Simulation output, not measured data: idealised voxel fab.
process module | voxel capacitor over wiring
cross-section cut | 295 nm wide | cells 5 nm
A cross-section is a grid of square cells, given in bands from the top down. A band is one or more rows of cells.
Each band's line starts with the height of the band's top and of its bottom, in nm. Then come its materials from left to right, each with its width in nm. One material with "throughout" fills the band from edge to edge. "air" is empty space.
Height 0 is the level under which the wafer as received is all one material. The lowest band goes on downwards, as in "0 down".
A width such as "30 to 40" changes by the same amount from each row of cells to the next, from the band's top row to its bottom row.
"no change" after a step means that no cell of the cross-section changed.
closed voids: empty space of 8 cells or more with no open way to the top, each as width x height at its distance from the left edge, in nm
after a step's settings: what the simulator itself notes on the step
overlay nm, on a step with a mask: how far to the right of its planned place the mask lay; to the left if negative
plan
1 op RECEIVE | material Si
2 op CONFORMAL_DEP | material SiO2 | thk nm 10
3 op DIRECTIONAL_DEP | material TiN | thk nm 5
4 op DIRECTIONAL_DEP | material W | thk nm 20
5 op MASKED_ETCH | tone cover | mask id METAL_1 | width nm 30 | pitch nm 100 | etch materials W | depth nm 20 | overlay nm 0
6 op MASKED_ETCH | tone cover | mask id METAL_1 | width nm 20 | pitch nm 100 | etch materials TiN | depth nm 5 | overlay nm 0
7 op FILL_DEP | material SiO2 | thk nm 5
8 op CMP | height nm 35
9 op CONFORMAL_DEP | material SiCN | thk nm 5
10 op DIRECTIONAL_DEP | material lowk | thk nm 20
11 op MASKED_ETCH | tone open | mask id PLUG_1 | width nm 15 | etch materials lowk | depth nm 20 | overlay nm 0
12 op MASKED_ETCH | tone open | mask id PLUG_1 | width nm 15 | etch materials SiCN | depth nm 5 | overlay nm 0
13 op EPI | material Ru | thk nm 10
14 op EPI | material Ru | thk nm 10
15 op EPI | material Ru | thk nm 5
16 op DIRECTIONAL_DEP | material TiN | thk nm 5
17 op DIRECTIONAL_DEP | material Al2O3 | thk nm 5
18 op DIRECTIONAL_DEP | material TiN | thk nm 5
19 op DIRECTIONAL_DEP | material aC | thk nm 15
20 op PATTERN | tone cover | mask id UPPER_PLATE | material resist | width nm 75 | thk nm 30 | overlay nm 0
21 op DIRECTIONAL_ETCH | etch materials aC | depth nm 15
22 op STRIP | etch materials resist
23 op DIRECTIONAL_ETCH | etch materials TiN | depth nm 5
24 op DIRECTIONAL_ETCH | etch materials Al2O3 | depth nm 5
25 op STRIP | etch materials aC
26 op DIRECTIONAL_DEP | material aC | thk nm 10
27 op PATTERN | tone cover | mask id LOWER_PLATE | material resist | width nm 85 | thk nm 30 | overlay nm 0
28 op DIRECTIONAL_ETCH | etch materials aC | depth nm 10
29 op STRIP | etch materials resist
30 op DIRECTIONAL_ETCH | etch materials TiN | depth nm 5
31 op STRIP | etch materials aC
32 op FILL_DEP | material SiO2 | thk nm 20
33 op CMP | height nm 90
34 op PATTERN | tone open | mask id PLUG_2 | material resist | width nm 15 | thk nm 15 | overlay nm 0
35 op DIRECTIONAL_ETCH | etch materials SiO2 | depth nm 15
36 op STRIP | etch materials resist
37 op CONFORMAL_DEP | material TiN | thk nm 5
38 op FILL_DEP | material Ru | thk nm 10
39 op CMP | height nm 90
40 op CONFORMAL_DEP | material SiCN | thk nm 5
varied across the wafers: width nm of step 6. The plan shows the first wafer's value. All wafers start alike
first wafer as received, after step 1
  0 down: Si throughout
  closed voids: none
each wafer at the end: cells of each material gained (+) or lost (-) since it was received, then its closed voids
width nm 20 | +15 Al2O3 | +17 Ru | +115 SiCN | +651 SiO2 | +51 TiN | +48 W | +224 lowk | closed voids: none
width nm 25 | +15 Al2O3 | +17 Ru | +115 SiCN | +651 SiO2 | +51 TiN | +48 W | +224 lowk | closed voids: none
width nm 30 | +15 Al2O3 | +17 Ru | +115 SiCN | +651 SiO2 | +51 TiN | +48 W | +224 lowk | closed voids: none
width nm 35 | +15 Al2O3 | +17 Ru | +115 SiCN | +649 SiO2 | +53 TiN | +48 W | +224 lowk | closed voids: none
width nm 40 | +15 Al2O3 | +17 Ru | +115 SiCN | +647 SiO2 | +55 TiN | +48 W | +224 lowk | closed voids: none
width nm 45 | +15 Al2O3 | +17 Ru | +115 SiCN | +645 SiO2 | +57 TiN | +48 W | +224 lowk | closed voids: none
